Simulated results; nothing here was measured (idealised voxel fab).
The name of this process module is voxel wiring stack.
For reference, the cross-section in this document is cut, with width 220 nm and square cells of 5 nm.
Just so we're on the same page, the cross-sections are grids of square cells, and they're listed out in bands top to bottom, each band one or more rows deep. What a band's entry tells you: where the top is and where the bottom is, as heights in nm, and after that what lies inside, material by material from left to right, each with its width in nm. Empty space is written as the word "blank", and a single material marked with the word "full width" occupies the band from edge to edge. For the purposes of this specification, 0 denotes the height below which the wafer in its as-received condition is composed wholly of one material, and the lowermost band, lacking a lower limit, extends downward without end, as expressed in "from 0 down". Width "30..40": first value at the band's top row of cells, second value at its bottom row, equal change from row to row. You'll sometimes find "remained unchanged" written for a step, and that's the way of saying that nowhere in the cross-section did a cell change during that step. Under "Enclosed void inventory" you'll find the enclosed gaps, the ones with no way out to the top, that are 8 cells or bigger; each reads width x height at distance, with distance counted from the left edge, everything in nm. Whatever follows a step's settings on its line is a remark the simulator itself makes about that step. The line of a step may include "overlay nm". On a step with a mask, this value is how far to the right of its planned place the mask lay. A negative value means the mask lay to the left.

### Process steps (planned)
1: op RECEIVE | material Si
2: op CONFORMAL_DEP | material SiO2 | thk nm 15
3: op CONFORMAL_DEP | material SiN | thk nm 5
4: op DIRECTIONAL_DEP | material SiO2 | thk nm 15
5: op DIRECTIONAL_DEP | material aC | thk nm 15
6: op PATTERN | tone open | mask id METAL_1 | material resist | width nm 30 | pitch nm 45 | thk nm 30 | overlay nm 0
7: op DIRECTIONAL_ETCH | etch materials aC | depth nm 15
8: op STRIP | etch materials resist
9: op DIRECTIONAL_ETCH | etch materials SiO2 | depth nm 15
10: op DIRECTIONAL_ETCH | etch materials SiN | depth nm 5
11: op STRIP | etch materials aC
12: op CONFORMAL_DEP | material TiN | thk nm 5
13: op FILL_DEP | material Cu | thk nm 5
14: op CMP | height nm 35
15: op EPI | material Ru | thk nm 5
16: op FILL_DEP | material SiCN | thk nm 5
17: op DIRECTIONAL_DEP | material SiO2 | thk nm 30
18: op DIRECTIONAL_DEP | material aC | thk nm 10
19: op PATTERN | tone open | mask id METAL_2 | material resist | width nm 30 | pitch nm 45 | thk nm 25 | overlay nm 0
20: op DIRECTIONAL_ETCH | etch materials aC | depth nm 10
21: op STRIP | etch materials resist
22: op DIRECTIONAL_ETCH | etch materials SiO2 | depth nm 20
23: op STRIP | etch materials aC
24: op DIRECTIONAL_DEP | material aC | thk nm 10
25: op PATTERN | tone open | mask id METAL_2_HOLES | material resist | width nm 15 | pitch nm 45 | thk nm 30 | overlay nm 0
26: op DIRECTIONAL_ETCH | etch materials aC | depth nm 10
27: op STRIP | etch materials resist
28: op DIRECTIONAL_ETCH | etch materials SiO2 | depth nm 10
29: op DIRECTIONAL_ETCH | etch materials SiCN | depth nm 5
30: op STRIP | etch materials aC
31: op CONFORMAL_DEP | material TiN | thk nm 5
32: op FILL_DEP | material Cu | thk nm 5
33: op CMP | height nm 75
34: op CONFORMAL_DEP | material SiCN | thk nm 5
35: op DIRECTIONAL_DEP | material lowk | thk nm 30
36: op DIRECTIONAL_DEP | material aC | thk nm 10
37: op PATTERN | tone open | mask id METAL_3_HOLES | material resist | width nm 15 | pitch nm 90 | thk nm 25 | overlay nm 0
38: op DIRECTIONAL_ETCH | etch materials aC | depth nm 10
39: op STRIP | etch materials resist
40: op DIRECTIONAL_ETCH | etch materials lowk | depth nm 30
41: op STRIP | etch materials aC
42: op PATTERN | tone open | mask id METAL_3 | material resist | width nm 30 | pitch nm 45 | thk nm 20 | overlay nm 0
43: op DIRECTIONAL_ETCH | etch materials lowk | depth nm 20
44: op DIRECTIONAL_ETCH | etch materials SiCN | depth nm 5
45: op STRIP | etch materials resist
46: op CONFORMAL_DEP | material TiN | thk nm 5
47: op FILL_DEP | material Ru | thk nm 5
48: op CMP | height nm 110
49: op CONFORMAL_DEP | material SiCN | thk nm 5
50: op DIRECTIONAL_DEP | material lowk | thk nm 15
51: op DIRECTIONAL_DEP | material aC | thk nm 15
52: op PATTERN | tone open | mask id PLUG_3 | material resist | width nm 15 | pitch nm 45 | thk nm 30 | overlay nm 0
53: op DIRECTIONAL_ETCH | etch materials aC | depth nm 15
54: op STRIP | etch materials resist
55: op DIRECTIONAL_ETCH | etch materials lowk | depth nm 15
56: op DIRECTIONAL_ETCH | etch materials SiCN | depth nm 5
57: op STRIP | etch materials aC
58: op CONFORMAL_DEP | material TiN | thk nm 5
59: op FILL_DEP | material W | thk nm 5
60: op CMP | height nm 130
61: op DIRECTIONAL_DEP | material TiN | thk nm 5
62: op DIRECTIONAL_DEP | material W | thk nm 25
63: op PATTERN | tone cover | mask id METAL_4 | material resist | width nm 30 | pitch nm 45 | thk nm 15 | overlay nm 0
64: op DIRECTIONAL_ETCH | etch materials W | depth nm 25
65: op DIRECTIONAL_ETCH | etch materials TiN | depth nm 5
66: op STRIP | etch materials resist
67: op FILL_DEP | material SiO2 | thk nm 10
68: op CMP | height nm 160
69: op CONFORMAL_DEP | material SiN | thk nm 5

### As-received state of the wafer in cross-section, equivalent to post-step 1
	from 0 down | Si full width
	Enclosed void inventory: none

### Wafer at module end, in section. Began as above, planned as above, run with one mistake
	from 165 to 160 | SiN full width
	from 160 to 135 | 25 of SiO2  30 of W  15 of SiO2  30 of W  15 of SiO2  30 of W  15 of SiO2  30 of W  30 of SiO2
	from 135 to 130 | 25 of SiO2  30 of TiN  15 of SiO2  30 of TiN  15 of SiO2  30 of TiN  15 of SiO2  30 of TiN  30 of SiO2
	from 130 to 115 | 25 of lowk  5 of TiN  5 of W  5 of TiN  30 of lowk  5 of TiN  5 of W  5 of TiN  30 of lowk  5 of TiN  5 of W  5 of TiN  30 of lowk  5 of TiN  5 of W  5 of TiN  45 of lowk
	from 115 to 110 | 25 of SiCN  15 of TiN  30 of SiCN  15 of TiN  30 of SiCN  15 of TiN  30 of SiCN  15 of TiN  45 of SiCN
	from 110 to 95 | 25 of lowk  5 of SiN  20 of Ru  5 of SiN  15 of lowk  5 of SiN  20 of Ru  5 of SiN  15 of lowk  5 of SiN  20 of Ru  5 of SiN  15 of lowk  5 of SiN  20 of Ru  5 of SiN  30 of lowk
	from 95 to 90 | 25 of lowk  5 of SiN  5 of Ru  20 of SiN  15 of lowk  30 of SiN  15 of lowk  5 of SiN  5 of Ru  20 of SiN  15 of lowk  30 of SiN  30 of lowk
	from 90 to 80 | 25 of lowk  5 of SiN  5 of Ru  5 of SiN  75 of lowk  5 of SiN  5 of Ru  5 of SiN  90 of lowk
	from 80 to 75 | 25 of SiCN  15 of SiN  75 of SiCN  15 of SiN  90 of SiCN
	from 75 to 60 | 25 of SiO2  5 of TiN  20 of Cu  5 of TiN  15 of SiO2  5 of TiN  20 of Cu  5 of TiN  15 of SiO2  5 of TiN  20 of Cu  5 of TiN  15 of SiO2  5 of TiN  20 of Cu  5 of TiN  30 of SiO2
	from 60 to 55 | 25 of SiO2  5 of TiN  5 of Cu  20 of TiN  15 of SiO2  5 of TiN  5 of Cu  20 of TiN  15 of SiO2  5 of TiN  5 of Cu  20 of TiN  15 of SiO2  5 of TiN  5 of Cu  20 of TiN  30 of SiO2
	from 55 to 45 | 25 of SiO2  5 of TiN  5 of Cu  5 of TiN  30 of SiO2  5 of TiN  5 of Cu  5 of TiN  30 of SiO2  5 of TiN  5 of Cu  5 of TiN  30 of SiO2  5 of TiN  5 of Cu  5 of TiN  45 of SiO2
	from 45 to 40 | 25 of SiCN  15 of TiN  30 of SiCN  15 of TiN  30 of SiCN  15 of TiN  30 of SiCN  15 of TiN  45 of SiCN
	from 40 to 35 | 20 of SiCN  40 of Ru  5 of SiCN  40 of Ru  5 of SiCN  40 of Ru  5 of SiCN  40 of Ru  25 of SiCN
	from 35 to 20 | 25 of SiO2  5 of TiN  20 of Cu  5 of TiN  15 of SiO2  5 of TiN  20 of Cu  5 of TiN  15 of SiO2  5 of TiN  20 of Cu  5 of TiN  15 of SiO2  5 of TiN  20 of Cu  5 of TiN  30 of SiO2
	from 20 to 15 | 25 of SiN  30 of TiN  15 of SiN  30 of TiN  15 of SiN  30 of TiN  15 of SiN  30 of TiN  30 of SiN
	from 15 to 0 | SiO2 full width
	from 0 down | Si full width
	Enclosed void inventory: none
what went wrong: step 46 off recipe, ran as op CONFORMAL_DEP | material SiN | thk nm 5
